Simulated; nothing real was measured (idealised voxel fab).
voxel plated lines: a process module
Each square cell in cross-section cut measures 5 nm, and the section as a whole is 295 nm wide.
Square cells in a grid make up a cross-section in this document, and the grid is given as bands, listed from the top down, each one or more rows of cells. Band entry format. Leading values: height of top, height of bottom, nm. Remainder: materials in left-to-right order, each with its width in nm. Special words: "full width" on a single material, which then fills the band edge to edge; "blank", empty space. Height datum 0, below which the as-received substrate wafer is one material. Lowest band open at the bottom, running downward: "0 and below". A width such as "30..40" changes by the same amount from each row of cells to the next, from the band's top row to its bottom row. "all unchanged" after a step means that no cell of the cross-section changed. Look at "Enclosed internal cavities" for the closed voids: empty spaces with no open path to the top, sized 8 cells or up. Each is width x height at distance, distance from the left edge, all nm. Text after the settings on a step's line: the simulator's own remark on that step. Each step line may optionally specify "overlay nm", which for a step with a mask gives the rightward distance between the mask's planned place and where it lay, a negative value indicating the leftward direction.

Process steps (planned):
1. RECEIVE, material Si
2. CONFORMAL_DEP, material SiN, thk nm 5
3. DIRECTIONAL_DEP, material TiN, thk nm 5
4. PATTERN, tone open, mask id LINES, material resist, width nm 25, pitch nm 40, thk nm 40, overlay nm 0
5. EPI, material Ru, thk nm 10
6. EPI, material Ru, thk nm 5
7. EPI, material Ru, thk nm 5
8. STRIP, etch materials resist
9. DIRECTIONAL_ETCH, etch materials TiN, depth nm 5
10. CONFORMAL_DEP, material SiN, thk nm 10
Split variable: thk nm, step 2. Plan value = first wafer. Wafers start alike.

Received condition of the first of several wafers, sectioned: post-step 1:
    0 and below = Si full width
    Enclosed internal cavities: none

Wafer rows, end of module: cells per material gained (+) or lost (-) since receipt; closed voids last:
thk nm 5 | +60 Ru | +227 SiN | +15 TiN | Enclosed internal cavities: none
thk nm 10 | +60 Ru | +286 SiN | +15 TiN | Enclosed internal cavities: none
thk nm 15 | +60 Ru | +345 SiN | +15 TiN | Enclosed internal cavities: none
thk nm 20 | +60 Ru | +404 SiN | +15 TiN | Enclosed internal cavities: none
